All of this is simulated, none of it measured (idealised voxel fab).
Module name: voxel wiring stack (process module)
Section cut is 155 nm wide and gridded with 5 nm square cells.
A cross-section is a grid of square cells, given in bands from the top down. A band is one or more rows of cells. Top, bottom (nm), then materials left to right with widths (nm); lone material tagged "full width" fills the whole band edge to edge; "empty" = empty space. Counting heights begins at 0, where everything beneath is, in the wafer as received, one material. The lowest band has no bottom; it goes on downwards, as "0 and below" shows. You'd read "30..40" like this: the band's top row of cells is as wide as the first number, its bottom row is as wide as the second, and going down, every row changes width by the same amount as the row before did. Key: "identical to before" - step with no changed cell in the cross-section. "Enclosed voids" enumerates empty spaces isolated from the top, with no open way to it, that contain at least 8 cells, giving each as width x height at distance from the left edge, all three in nm. If you see something after the settings on a step's line, that's the simulator's own remark about that step. overlay nm, on a step with a mask: how far to the right of its planned place the mask lay; to the left if negative. Every pair from here on: before one process step, after it. The after cross-section reaches only to the lowest band that changed. Below the pair: the step in between and its settings. Pairs can belong to different runs of this module on the same starting wafer; a pair carries on from the pair above only if the entry headed "Ex-ante state" says so.
# Ex-ante state
	45 down to 40 | SiCN full width
	40 down to 15 | SiO2 (10); SiN (5); Ru (30); SiN (5); SiO2 (5); SiN (5); Ru (30); SiN (5); SiO2 (5); SiN (5); Ru (30); SiN (5); SiO2 (15)
	15 down to 10 | SiN (15); TiN (30); SiN (15); TiN (30); SiN (15); TiN (30); SiN (20)
	10 down to 0 | SiO2 full width
	0 and below | Si full width
	Enclosed voids: none
# Post-Step Cross-Section
	75 down to 45 | Ru full width
	For the remainder of the cross-section, below 45, there is no change.
	Enclosed voids: none
In between the cross-sections above, the run called for DIRECTIONAL_DEP (material Ru; thk nm 30)
Ex-ante state: For the state before this step, see the after cross-section of the pair located directly above.
# Post-Step Cross-Section
	85 down to 75 | aC full width
	For the remainder of the cross-section, below 75, there is no change.
	Enclosed voids: none
In between the cross-sections above, the run called for DIRECTIONAL_DEP (material aC; thk nm 10)
Ex-ante state: For the state before this step, see the after cross-section of the pair located directly above.
# Post-Step Cross-Section
	110 down to 85 | resist (15); empty (15); resist (30); empty (15); resist (30); empty (15); resist (35)
	For the remainder of the cross-section, below 85, there is no change.
	Enclosed voids: none
In between the cross-sections above, the run called for PATTERN (tone open; mask id METAL_2_HOLES; material resist; width nm 15; pitch nm 45; thk nm 25; overlay nm 0)
Ex-ante state: For the state before this step, see the after cross-section of the pair located directly above.
# Post-Step Cross-Section
	100 down to 85 | resist (15); empty (15); resist (30); empty (15); resist (30); empty (15); resist (35)
	85 down to 75 | aC (15); empty (15); aC (30); empty (15); aC (30); empty (15); aC (35)
	For the remainder of the cross-section, below 75, there is no change.
	Enclosed voids: none
In between the cross-sections above, the run called for DIRECTIONAL_ETCH (etch materials aC; depth nm 10)
Ex-ante state: For the state before this step, see the after cross-section of the pair located directly above.
# Post-Step Cross-Section
	85 down to 75 | aC (15); empty (15); aC (30); empty (15); aC (30); empty (15); aC (35)
	For the remainder of the cross-section, below 75, there is no change.
	Enclosed voids: none
In between the cross-sections above, the run called for STRIP (etch materials resist)
Ex-ante state: For the state before this step, see the after cross-section of the pair located directly above.
# Post-Step Cross-Section
	75 down to 45 | Ru full width
	For the remainder of the cross-section, below 45, there is no change.
	Enclosed voids: none
In between the cross-sections above, the run called for STRIP (etch materials aC)
Ex-ante state: For the state before this step, see the after cross-section of the pair located directly above.
# Post-Step Cross-Section
	90 down to 75 | aC full width
	For the remainder of the cross-section, below 75, there is no change.
	Enclosed voids: none
In between the cross-sections above, the run called for DIRECTIONAL_DEP (material aC; thk nm 15)
Ex-ante state: For the state before this step, see the after cross-section of the pair located directly above.
# Post-Step Cross-Section
	125 down to 90 | resist (15); empty (30); resist (15); empty (30); resist (15); empty (30); resist (20)
	For the remainder of the cross-section, below 90, there is no change.
	Enclosed voids: none
In between the cross-sections above, the run called for PATTERN (tone open; mask id METAL_2; material resist; width nm 30; pitch nm 45; thk nm 35; overlay nm 0)
Ex-ante state: For the state before this step, see the after cross-section of the pair located directly above.
# Post-Step Cross-Section
	110 down to 90 | resist (15); empty (30); resist (15); empty (30); resist (15); empty (30); resist (20)
	90 down to 75 | aC (15); empty (30); aC (15); empty (30); aC (15); empty (30); aC (20)
	For the remainder of the cross-section, below 75, there is no change.
	Enclosed voids: none
In between the cross-sections above, the run called for DIRECTIONAL_ETCH (etch materials aC; depth nm 15)
Ex-ante state: For the state before this step, see the after cross-section of the pair located directly above.
# Post-Step Cross-Section
	90 down to 75 | aC (15); empty (30); aC (15); empty (30); aC (15); empty (30); aC (20)
	For the remainder of the cross-section, below 75, there is no change.
	Enclosed voids: none
In between the cross-sections above, the run called for STRIP (etch materials resist)
Ex-ante state: For the state before this step, see the after cross-section of the pair located directly above.
# Post-Step Cross-Section
	75 down to 45 | Ru full width
	For the remainder of the cross-section, below 45, there is no change.
	Enclosed voids: none
In between the cross-sections above, the run called for STRIP (etch materials aC)
Ex-ante state: For the state before this step, see the after cross-section of the pair located directly above.
# Post-Step Cross-Section
	80 down to 75 | TiN full width
	For the remainder of the cross-section, below 75, there is no change.
	Enclosed voids: none
In between the cross-sections above, the run called for CONFORMAL_DEP (material TiN; thk nm 5)
Ex-ante state: For the state before this step, see the after cross-section of the pair located directly above.
# Post-Step Cross-Section
	85 down to 80 | Cu full width
	For the remainder of the cross-section, below 80, there is no change.
	Enclosed voids: none
In between the cross-sections above, the run called for FILL_DEP (material Cu; thk nm 5)
Ex-ante state: For the state before this step, see the after cross-section of the pair located directly above.
# Post-Step Cross-Section
	75 down to 45 | Ru full width
	For the remainder of the cross-section, below 45, there is no change.
	Enclosed voids: none
In between the cross-sections above, the run called for CMP (height nm 75)
Ex-ante state: For the state before this step, see the after cross-section of the pair located directly above.
# Post-Step Cross-Section
	80 down to 75 | SiCN full width
	For the remainder of the cross-section, below 75, there is no change.
	Enclosed voids: none
In between the cross-sections above, the run called for CONFORMAL_DEP (material SiCN; thk nm 5)
Ex-ante state: For the state before this step, see the after cross-section of the pair located directly above.
# Post-Step Cross-Section
	90 down to 80 | lowk full width
	For the remainder of the cross-section, below 80, there is no change.
	Enclosed voids: none
In between the cross-sections above, the run called for DIRECTIONAL_DEP (material lowk; thk nm 10)
Ex-ante state: For the state before this step, see the after cross-section of the pair located directly above.
# Post-Step Cross-Section
	105 down to 90 | aC full width
	For the remainder of the cross-section, below 90, there is no change.
	Enclosed voids: none
In between the cross-sections above, the run called for DIRECTIONAL_DEP (material aC; thk nm 15)
Ex-ante state: For the state before this step, see the after cross-section of the pair located directly above.
# Post-Step Cross-Section
	135 down to 105 | resist (15); empty (15); resist (30); empty (15); resist (30); empty (15); resist (35)
	For the remainder of the cross-section, below 105, there is no change.
	Enclosed voids: none
In between the cross-sections above, the run called for PATTERN (tone open; mask id PLUG_2; material resist; width nm 15; pitch nm 45; thk nm 30; overlay nm 0)
Ex-ante state: For the state before this step, see the after cross-section of the pair located directly above.
# Post-Step Cross-Section
	120 down to 105 | resist (15); empty (15); resist (30); empty (15); resist (30); empty (15); resist (35)
	105 down to 90 | aC (15); empty (15); aC (30); empty (15); aC (30); empty (15); aC (35)
	For the remainder of the cross-section, below 90, there is no change.
	Enclosed voids: none
In between the cross-sections above, the run called for DIRECTIONAL_ETCH (etch materials aC; depth nm 15)
Ex-ante state: For the state before this step, see the after cross-section of the pair located directly above.
# Post-Step Cross-Section
	105 down to 90 | aC (15); empty (15); aC (30); empty (15); aC (30); empty (15); aC (35)
	For the remainder of the cross-section, below 90, there is no change.
	Enclosed voids: none
In between the cross-sections above, the run called for STRIP (etch materials resist)
Ex-ante state: For the state before this step, see the after cross-section of the pair located directly above.
# Post-Step Cross-Section
	105 down to 90 | aC (15); empty (15); aC (30); empty (15); aC (30); empty (15); aC (35)
	90 down to 80 | lowk (15); empty (15); lowk (30); empty (15); lowk (30); empty (15); lowk (35)
	For the remainder of the cross-section, below 80, there is no change.
	Enclosed voids: none
In between the cross-sections above, the run called for DIRECTIONAL_ETCH (etch materials lowk; depth nm 10)
Ex-ante state: For the state before this step, see the after cross-section of the pair located directly above.
# Post-Step Cross-Section
	105 down to 90 | aC (15); empty (15); aC (30); empty (15); aC (30); empty (15); aC (35)
	90 down to 80 | lowk (15); empty (15); lowk (30); empty (15); lowk (30); empty (15); lowk (35)
	80 down to 75 | SiCN (15); empty (15); SiCN (30); empty (15); SiCN (30); empty (15); SiCN (35)
	For the remainder of the cross-section, below 75, there is no change.
	Enclosed voids: none
In between the cross-sections above, the run called for DIRECTIONAL_ETCH (etch materials SiCN; depth nm 5)
Ex-ante state: For the state before this step, see the after cross-section of the pair located directly above.
# Post-Step Cross-Section
	90 down to 80 | lowk (15); empty (15); lowk (30); empty (15); lowk (30); empty (15); lowk (35)
	For the remainder of the cross-section, below 80, there is no change.
	Enclosed voids: none
In between the cross-sections above, the run called for STRIP (etch materials aC)
Ex-ante state: For the state before this step, see the after cross-section of the pair located directly above.
# Post-Step Cross-Section
	95 down to 90 | TiN (20); empty (5); TiN (40); empty (5); TiN (40); empty (5); TiN (40)
	90 down to 80 | lowk (15); TiN (5); empty (5); TiN (5); lowk (30); TiN (5); empty (5); TiN (5); lowk (30); TiN (5); empty (5); TiN (5); lowk (35)
	80 down to 75 | SiCN (15); TiN (15); SiCN (30); TiN (15); SiCN (30); TiN (15); SiCN (35)
	For the remainder of the cross-section, below 75, there is no change.
	Enclosed voids: none
In between the cross-sections above, the run called for CONFORMAL_DEP (material TiN; thk nm 5)
Ex-ante state: For the state before this step, see the after cross-section of the pair located directly above.
# Post-Step Cross-Section
	100 down to 95 | Cu full width
	95 down to 90 | TiN (20); Cu (5); TiN (40); Cu (5); TiN (40); Cu (5); TiN (40)
	90 down to 80 | lowk (15); TiN (5); Cu (5); TiN (5); lowk (30); TiN (5); Cu (5); TiN (5); lowk (30); TiN (5); Cu (5); TiN (5); lowk (35)
	For the remainder of the cross-section, below 80, there is no change.
	Enclosed voids: none
In between the cross-sections above, the run called for FILL_DEP (material Cu; thk nm 5)
Ex-ante state: For the state before this step, see the after cross-section of the pair located directly above.
# Post-Step Cross-Section
	90 down to 80 | lowk (15); TiN (5); Cu (5); TiN (5); lowk (30); TiN (5); Cu (5); TiN (5); lowk (30); TiN (5); Cu (5); TiN (5); lowk (35)
	For the remainder of the cross-section, below 80, there is no change.
	Enclosed voids: none
In between the cross-sections above, the run called for CMP (height nm 90)
Ex-ante state: For the state before this step, see the after cross-section of the pair located directly above.
# Post-Step Cross-Section
	95 down to 90 | TiN full width
	For the remainder of the cross-section, below 90, there is no change.
	Enclosed voids: none
In between the cross-sections above, the run called for DIRECTIONAL_DEP (material TiN; thk nm 5)
Ex-ante state: For the state before this step, see the after cross-section of the pair located directly above.
# Post-Step Cross-Section
	115 down to 95 | W full width
	For the remainder of the cross-section, below 95, there is no change.
	Enclosed voids: none
In between the cross-sections above, the run called for DIRECTIONAL_DEP (material W; thk nm 20)
Ex-ante state: For the state before this step, see the after cross-section of the pair located directly above.
# Post-Step Cross-Section
	130 down to 115 | aC full width
	For the remainder of the cross-section, below 115, there is no change.
	Enclosed voids: none
In between the cross-sections above, the run called for DIRECTIONAL_DEP (material aC; thk nm 15)
Ex-ante state: For the state before this step, see the after cross-section of the pair located directly above.
# Post-Step Cross-Section
	160 down to 130 | empty (15); resist (30); empty (15); resist (30); empty (15); resist (30); empty (20)
	For the remainder of the cross-section, below 130, there is no change.
	Enclosed voids: none
In between the cross-sections above, the run called for PATTERN (tone cover; mask id METAL_3; material resist; width nm 30; pitch nm 45; thk nm 30; overlay nm 0)
Ex-ante state: For the state before this step, see the after cross-section of the pair located directly above.
# Post-Step Cross-Section
	145 down to 130 | empty (15); resist (30); empty (15); resist (30); empty (15); resist (30); empty (20)
	130 down to 115 | empty (15); aC (30); empty (15); aC (30); empty (15); aC (30); empty (20)
	For the remainder of the cross-section, below 115, there is no change.
	Enclosed voids: none
In between the cross-sections above, the run called for DIRECTIONAL_ETCH (etch materials aC; depth nm 15)
Ex-ante state: For the state before this step, see the after cross-section of the pair located directly above.
# Post-Step Cross-Section
	130 down to 115 | empty (15); aC (30); empty (15); aC (30); empty (15); aC (30); empty (20)
	For the remainder of the cross-section, below 115, there is no change.
	Enclosed voids: none
In between the cross-sections above, the run called for STRIP (etch materials resist)
Ex-ante state: For the state before this step, see the after cross-section of the pair located directly above.
# Post-Step Cross-Section
	130 down to 115 | empty (15); aC (30); empty (15); aC (30); empty (15); aC (30); empty (20)
	115 down to 95 | empty (15); W (30); empty (15); W (30); empty (15); W (30); empty (20)
	For the remainder of the cross-section, below 95, there is no change.
	Enclosed voids: none
In between the cross-sections above, the run called for DIRECTIONAL_ETCH (etch materials W; depth nm 20)
Ex-ante state: For the state before this step, see the after cross-section of the pair located directly above.
# Post-Step Cross-Section
	130 down to 115 | empty (15); aC (30); empty (15); aC (30); empty (15); aC (30); empty (20)
	115 down to 95 | empty (15); W (30); empty (15); W (30); empty (15); W (30); empty (20)
	95 down to 90 | empty (15); TiN (30); empty (15); TiN (30); empty (15); TiN (30); empty (20)
	For the remainder of the cross-section, below 90, there is no change.
	Enclosed voids: none
In between the cross-sections above, the run called for DIRECTIONAL_ETCH (etch materials TiN; depth nm 5)
Ex-ante state: For the state before this step, see the after cross-section of the pair located directly above.
# Post-Step Cross-Section
	115 down to 95 | empty (15); W (30); empty (15); W (30); empty (15); W (30); empty (20)
	For the remainder of the cross-section, below 95, there is no change.
	Enclosed voids: none
In between the cross-sections above, the run called for STRIP (etch materials aC)
Ex-ante state: For the state before this step, see the after cross-section of the pair located directly above.
# Post-Step Cross-Section
	120 down to 115 | empty (10); SiN (40); empty (5); SiN (40); empty (5); SiN (40); empty (15)
	115 down to 95 | empty (10); SiN (5); W (30); SiN (5); empty (5); SiN (5); W (30); SiN (5); empty (5); SiN (5); W (30); SiN (5); empty (15)
	95 down to 90 | SiN (15); TiN (30); SiN (15); TiN (30); SiN (15); TiN (30); SiN (20)
	For the remainder of the cross-section, below 90, there is no change.
	Enclosed voids: none
In between the cross-sections above, the run called for CONFORMAL_DEP (material SiN; thk nm 5)
Ex-ante state: For the state before this step, see the after cross-section of the pair located directly above.
# Post-Step Cross-Section
	125 down to 120 | lowk full width
	120 down to 115 | lowk (10); SiN (40); lowk (5); SiN (40); lowk (5); SiN (40); lowk (15)
	115 down to 95 | lowk (10); SiN (5); W (30); SiN (5); lowk (5); SiN (5); W (30); SiN (5); lowk (5); SiN (5); W (30); SiN (5); lowk (15)
	For the remainder of the cross-section, below 95, there is no change.
	Enclosed voids: none
In between the cross-sections above, the run called for FILL_DEP (material lowk; thk nm 5)
Ex-ante state: For the state before this step, see the after cross-section of the pair located directly above.
# Post-Step Cross-Section
	115 down to 95 | lowk (10); SiN (5); W (30); SiN (5); lowk (5); SiN (5); W (30); SiN (5); lowk (5); SiN (5); W (30); SiN (5); lowk (15)
	For the remainder of the cross-section, below 95, there is no change.
	Enclosed voids: none
In between the cross-sections above, the run called for CMP (height nm 115)
Ex-ante state: For the state before this step, see the after cross-section of the pair located directly above.
# Post-Step Cross-Section
	120 down to 115 | SiN full width
	For the remainder of the cross-section, below 115, there is no change.
	Enclosed voids: none
In between the cross-sections above, the run called for CONFORMAL_DEP (material SiN; thk nm 5)
# Ex-ante state
	105 down to 90 | aC full width
	90 down to 80 | lowk full width
	80 down to 75 | SiCN full width
	75 down to 65 | SiO2 (15); TiN (5); Cu (20); TiN (5); SiO2 (15); TiN (5); Cu (20); TiN (5); SiO2 (15); TiN (5); Cu (20); TiN (5); SiO2 (20)
	65 down to 60 | SiO2 (15); TiN (5); Cu (5); TiN (20); SiO2 (15); TiN (5); Cu (5); TiN (20); SiO2 (15); TiN (5); Cu (5); TiN (20); SiO2 (20)
	60 down to 45 | SiO2 (15); TiN (5); Cu (5); TiN (5); SiO2 (30); TiN (5); Cu (5); TiN (5); SiO2 (30); TiN (5); Cu (5); TiN (5); SiO2 (35)
	45 down to 40 | SiCN (15); TiN (15); SiCN (30); TiN (15); SiCN (30); TiN (15); SiCN (35)
	40 down to 15 | SiO2 (10); SiN (5); Ru (30); SiN (5); SiO2 (5); SiN (5); Ru (30); SiN (5); SiO2 (5); SiN (5); Ru (30); SiN (5); SiO2 (15)
	15 down to 10 | SiN (15); TiN (30); SiN (15); TiN (30); SiN (15); TiN (30); SiN (20)
	10 down to 0 | SiO2 full width
	0 and below | Si full width
	Enclosed voids: none
# Post-Step Cross-Section
	135 down to 105 | empty (15); resist (15); empty (30); resist (15); empty (30); resist (15); empty (35)
	For the remainder of the cross-section, below 105, there is no change.
	Enclosed voids: none
In between the cross-sections above, the run called for PATTERN (tone cover; mask id PLUG_2; material resist; width nm 15; pitch nm 45; thk nm 30; overlay nm 0)
Ex-ante state: For the state before this step, see the after cross-section of the pair located directly above.
# Post-Step Cross-Section
	120 down to 105 | empty (15); resist (15); empty (30); resist (15); empty (30); resist (15); empty (35)
	105 down to 90 | empty (15); aC (15); empty (30); aC (15); empty (30); aC (15); empty (35)
	For the remainder of the cross-section, below 90, there is no change.
	Enclosed voids: none
In between the cross-sections above, the run called for DIRECTIONAL_ETCH (etch materials aC; depth nm 15)
Ex-ante state: For the state before this step, see the after cross-section of the pair located directly above.
# Post-Step Cross-Section
	105 down to 90 | empty (15); aC (15); empty (30); aC (15); empty (30); aC (15); empty (35)
	For the remainder of the cross-section, below 90, there is no change.
	Enclosed voids: none
In between the cross-sections above, the run called for STRIP (etch materials resist)
Ex-ante state: For the state before this step, see the after cross-section of the pair located directly above.
# Post-Step Cross-Section
	105 down to 90 | empty (15); aC (15); empty (30); aC (15); empty (30); aC (15); empty (35)
	90 down to 80 | empty (15); lowk (15); empty (30); lowk (15); empty (30); lowk (15); empty (35)
	For the remainder of the cross-section, below 80, there is no change.
	Enclosed voids: none
In between the cross-sections above, the run called for DIRECTIONAL_ETCH (etch materials lowk; depth nm 10)
Ex-ante state: For the state before this step, see the after cross-section of the pair located directly above.
# Post-Step Cross-Section
	105 down to 90 | empty (15); aC (15); empty (30); aC (15); empty (30); aC (15); empty (35)
	90 down to 80 | empty (15); lowk (15); empty (30); lowk (15); empty (30); lowk (15); empty (35)
	80 down to 75 | empty (15); SiCN (15); empty (30); SiCN (15); empty (30); SiCN (15); empty (35)
	For the remainder of the cross-section, below 75, there is no change.
	Enclosed voids: none
In between the cross-sections above, the run called for DIRECTIONAL_ETCH (etch materials SiCN; depth nm 5)
Ex-ante state: For the state before this step, see the after cross-section of the pair located directly above.
# Post-Step Cross-Section
	90 down to 80 | empty (15); lowk (15); empty (30); lowk (15); empty (30); lowk (15); empty (35)
	For the remainder of the cross-section, below 80, there is no change.
	Enclosed voids: none
In between the cross-sections above, the run called for STRIP (etch materials aC)
Ex-ante state: For the state before this step, see the after cross-section of the pair located directly above.
# Post-Step Cross-Section
	95 down to 90 | empty (10); TiN (25); empty (20); TiN (25); empty (20); TiN (25); empty (30)
	90 down to 80 | empty (10); TiN (5); lowk (15); TiN (5); empty (20); TiN (5); lowk (15); TiN (5); empty (20); TiN (5); lowk (15); TiN (5); empty (30)
	80 down to 75 | TiN (15); SiCN (15); TiN (30); SiCN (15); TiN (30); SiCN (15); TiN (35)
	For the remainder of the cross-section, below 75, there is no change.
	Enclosed voids: none
In between the cross-sections above, the run called for CONFORMAL_DEP (material TiN; thk nm 5)
Ex-ante state: For the state before this step, see the after cross-section of the pair located directly above.
# Post-Step Cross-Section
	100 down to 95 | Cu full width
	95 down to 90 | Cu (10); TiN (25); Cu (20); TiN (25); Cu (20); TiN (25); Cu (30)
	90 down to 80 | Cu (10); TiN (5); lowk (15); TiN (5); Cu (20); TiN (5); lowk (15); TiN (5); Cu (20); TiN (5); lowk (15); TiN (5); Cu (30)
	For the remainder of the cross-section, below 80, there is no change.
	Enclosed voids: none
In between the cross-sections above, the run called for FILL_DEP (material Cu; thk nm 5)
Ex-ante state: For the state before this step, see the after cross-section of the pair located directly above.
# Post-Step Cross-Section
	90 down to 80 | Cu (10); TiN (5); lowk (15); TiN (5); Cu (20); TiN (5); lowk (15); TiN (5); Cu (20); TiN (5); lowk (15); TiN (5); Cu (30)
	For the remainder of the cross-section, below 80, there is no change.
	Enclosed voids: none
In between the cross-sections above, the run called for CMP (height nm 90)
Ex-ante state: For the state before this step, see the after cross-section of the pair located directly above.
# Post-Step Cross-Section
	95 down to 90 | TiN full width
	For the remainder of the cross-section, below 90, there is no change.
	Enclosed voids: none
In between the cross-sections above, the run called for DIRECTIONAL_DEP (material TiN; thk nm 5)
Ex-ante state: For the state before this step, see the after cross-section of the pair located directly above.
# Post-Step Cross-Section
	115 down to 95 | W full width
	For the remainder of the cross-section, below 95, there is no change.
	Enclosed voids: none
In between the cross-sections above, the run called for DIRECTIONAL_DEP (material W; thk nm 20)
Ex-ante state: For the state before this step, see the after cross-section of the pair located directly above.
# Post-Step Cross-Section
	130 down to 115 | aC full width
	For the remainder of the cross-section, below 115, there is no change.
	Enclosed voids: none
In between the cross-sections above, the run called for DIRECTIONAL_DEP (material aC; thk nm 15)
Ex-ante state: For the state before this step, see the after cross-section of the pair located directly above.
# Post-Step Cross-Section
	160 down to 130 | empty (15); resist (30); empty (15); resist (30); empty (15); resist (30); empty (20)
	For the remainder of the cross-section, below 130, there is no change.
	Enclosed voids: none
In between the cross-sections above, the run called for PATTERN (tone cover; mask id METAL_3; material resist; width nm 30; pitch nm 45; thk nm 30; overlay nm 0)
Ex-ante state: For the state before this step, see the after cross-section of the pair located directly above.
# Post-Step Cross-Section
	145 down to 130 | empty (15); resist (30); empty (15); resist (30); empty (15); resist (30); empty (20)
	130 down to 115 | empty (15); aC (30); empty (15); aC (30); empty (15); aC (30); empty (20)
	For the remainder of the cross-section, below 115, there is no change.
	Enclosed voids: none
In between the cross-sections above, the run called for DIRECTIONAL_ETCH (etch materials aC; depth nm 15)
Ex-ante state: For the state before this step, see the after cross-section of the pair located directly above.
# Post-Step Cross-Section
	130 down to 115 | empty (15); aC (30); empty (15); aC (30); empty (15); aC (30); empty (20)
	For the remainder of the cross-section, below 115, there is no change.
	Enclosed voids: none
In between the cross-sections above, the run called for STRIP (etch materials resist)
Ex-ante state: For the state before this step, see the after cross-section of the pair located directly above.
# Post-Step Cross-Section
	130 down to 115 | empty (15); aC (30); empty (15); aC (30); empty (15); aC (30); empty (20)
	115 down to 95 | empty (15); W (30); empty (15); W (30); empty (15); W (30); empty (20)
	For the remainder of the cross-section, below 95, there is no change.
	Enclosed voids: none
In between the cross-sections above, the run called for DIRECTIONAL_ETCH (etch materials W; depth nm 20)
Ex-ante state: For the state before this step, see the after cross-section of the pair located directly above.
# Post-Step Cross-Section
	130 down to 115 | empty (15); aC (30); empty (15); aC (30); empty (15); aC (30); empty (20)
	115 down to 95 | empty (15); W (30); empty (15); W (30); empty (15); W (30); empty (20)
	95 down to 90 | empty (15); TiN (30); empty (15); TiN (30); empty (15); TiN (30); empty (20)
	For the remainder of the cross-section, below 90, there is no change.
	Enclosed voids: none
In between the cross-sections above, the run called for DIRECTIONAL_ETCH (etch materials TiN; depth nm 5)
Ex-ante state: For the state before this step, see the after cross-section of the pair located directly above.
# Post-Step Cross-Section
	115 down to 95 | empty (15); W (30); empty (15); W (30); empty (15); W (30); empty (20)
	For the remainder of the cross-section, below 95, there is no change.
	Enclosed voids: none
In between the cross-sections above, the run called for STRIP (etch materials aC)
Ex-ante state: For the state before this step, see the after cross-section of the pair located directly above.
# Post-Step Cross-Section
	120 down to 115 | empty (10); SiN (40); empty (5); SiN (40); empty (5); SiN (40); empty (15)
	115 down to 95 | empty (10); SiN (5); W (30); SiN (5); empty (5); SiN (5); W (30); SiN (5); empty (5); SiN (5); W (30); SiN (5); empty (15)
	95 down to 90 | SiN (15); TiN (30); SiN (15); TiN (30); SiN (15); TiN (30); SiN (20)
	For the remainder of the cross-section, below 90, there is no change.
	Enclosed voids: none
In between the cross-sections above, the run called for CONFORMAL_DEP (material SiN; thk nm 5)
Ex-ante state: For the state before this step, see the after cross-section of the pair located directly above.
# Post-Step Cross-Section
	125 down to 120 | lowk full width
	120 down to 115 | lowk (10); SiN (40); lowk (5); SiN (40); lowk (5); SiN (40); lowk (15)
	115 down to 95 | lowk (10); SiN (5); W (30); SiN (5); lowk (5); SiN (5); W (30); SiN (5); lowk (5); SiN (5); W (30); SiN (5); lowk (15)
	For the remainder of the cross-section, below 95, there is no change.
	Enclosed voids: none
In between the cross-sections above, the run called for FILL_DEP (material lowk; thk nm 5)
Ex-ante state: For the state before this step, see the after cross-section of the pair located directly above.
# Post-Step Cross-Section
	115 down to 95 | lowk (10); SiN (5); W (30); SiN (5); lowk (5); SiN (5); W (30); SiN (5); lowk (5); SiN (5); W (30); SiN (5); lowk (15)
	For the remainder of the cross-section, below 95, there is no change.
	Enclosed voids: none
In between the cross-sections above, the run called for CMP (height nm 115)
Ex-ante state: For the state before this step, see the after cross-section of the pair located directly above.
# Post-Step Cross-Section
	120 down to 115 | SiN full width
	For the remainder of the cross-section, below 115, there is no change.
	Enclosed voids: none
In between the cross-sections above, the run called for CONFORMAL_DEP (material SiN; thk nm 5)
